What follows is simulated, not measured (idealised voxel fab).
process module | voxel wiring stack
Shown is cross-section cut, with a width of 210 nm and square cells of size 5 nm.
Square cells in a grid make up a cross-section in this document, and the grid is given as bands, listed from the top down, each one or more rows of cells.
The entry gives the band's vertical extent as a top height and a bottom height in nm, then its horizontal make-up as materials from left to right, each with a width in nm. "empty" stands for empty space; a single material marked "edge to edge" fills the band edge to edge.
Height reference: 0 = level under which incoming wafer is all one material. Lowest band: no bottom, runs on downward, e.g. "from 0 down".
The notation "30->40" denotes a width that varies across the rows of cells in the band, beginning at the first number in the top row, finishing at the second number in the bottom row, and changing by an identical amount from each row to the next.
A step reported as "nothing different" is a step in which no cell of the cross-section changed.
Entry "Internal closed voids" = empty spaces >= 8 cells with no open way to the top; each as width x height at distance, distance from left edge, all nm.
On a step's line, text after the settings is the simulator commenting on that step.
The setting "overlay nm" may be written on the line of a step. When the step uses a mask, the value reports how far to the right of the planned place the mask lay, and a negative value reports that it lay to the left.
-- Here's what the planned process steps look like
1,op RECEIVE | material Si
2,op CONFORMAL_DEP | material SiO2 | thk nm 15
3,op DIRECTIONAL_DEP | material TiN | thk nm 5
4,op DIRECTIONAL_DEP | material Ru | thk nm 20
5,op MASKED_ETCH | tone cover | mask id METAL_1 | width nm 30 | pitch nm 60 | etch materials Ru | depth nm 20 | overlay nm 0
6,op MASKED_ETCH | tone cover | mask id METAL_1 | width nm 30 | pitch nm 60 | etch materials TiN | depth nm 5 | overlay nm 0
7,op CONFORMAL_DEP | material SiCN | thk nm 5
8,op FILL_DEP | material SiO2 | thk nm 5
9,op CMP | height nm 40
10,op CONFORMAL_DEP | material SiCN | thk nm 5
11,op DIRECTIONAL_DEP | material SiO2 | thk nm 10
12,op MASKED_ETCH | tone open | mask id PLUG_1 | width nm 15 | etch materials SiO2 | depth nm 10 | overlay nm 0
13,op MASKED_ETCH | tone open | mask id PLUG_1 | width nm 15 | etch materials SiCN | depth nm 5 | overlay nm 0
14,op EPI | material Ru | thk nm 10
15,op EPI | material Ru | thk nm 5
16,op CONFORMAL_DEP | material SiN | thk nm 5
17,op DIRECTIONAL_DEP | material lowk | thk nm 20
18,op MASKED_ETCH | tone open | mask id METAL_2 | width nm 30 | pitch nm 60 | etch materials lowk | depth nm 20 | overlay nm 0
19,op MASKED_ETCH | tone open | mask id METAL_2 | width nm 30 | pitch nm 60 | etch materials SiN | depth nm 5 | overlay nm 0
20,op CONFORMAL_DEP | material TiN | thk nm 5
21,op FILL_DEP | material Cu | thk nm 10
22,op CMP | height nm 80
23,op EPI | material Ru | thk nm 5
24,op FILL_DEP | material SiCN | thk nm 5
-- As-received state of the wafer in cross-section, equivalent to post-step 1
  from 0 down = Si edge to edge
  Internal closed voids: none
-- Look at the cross-section after the module: the wafer started out the way shown above and the plan was the one shown above, yet one mistake was made along the way
  from 90 to 85 = Cu edge to edge
  from 85 to 80 = Cu 55, then Ru 40, then Cu 20, then Ru 40, then Cu 55
  from 80 to 60 = lowk 60, then TiN 5, then Cu 20, then TiN 5, then lowk 30, then TiN 5, then Cu 20, then TiN 5, then lowk 60
  from 60 to 55 = SiN 60, then TiN 30, then SiN 30, then TiN 30, then SiN 60
  from 55 to 45 = SiO2 60, then Ru 15, then SiO2 135
  from 45 to 40 = SiCN 60, then Ru 15, then SiCN 135
  from 40 to 20 = SiO2 55, then SiCN 5, then Ru 30, then SiCN 5, then SiO2 20, then SiCN 5, then Ru 30, then SiCN 5, then SiO2 55
  from 20 to 15 = SiCN 60, then TiN 30, then SiCN 30, then TiN 30, then SiCN 60
  from 15 to 0 = SiO2 edge to edge
  from 0 down = Si edge to edge
  Internal closed voids: none
Want to know what went wrong? step 24, actual vs plan mismatch, actual run op FILL_DEP | material Cu | thk nm 5
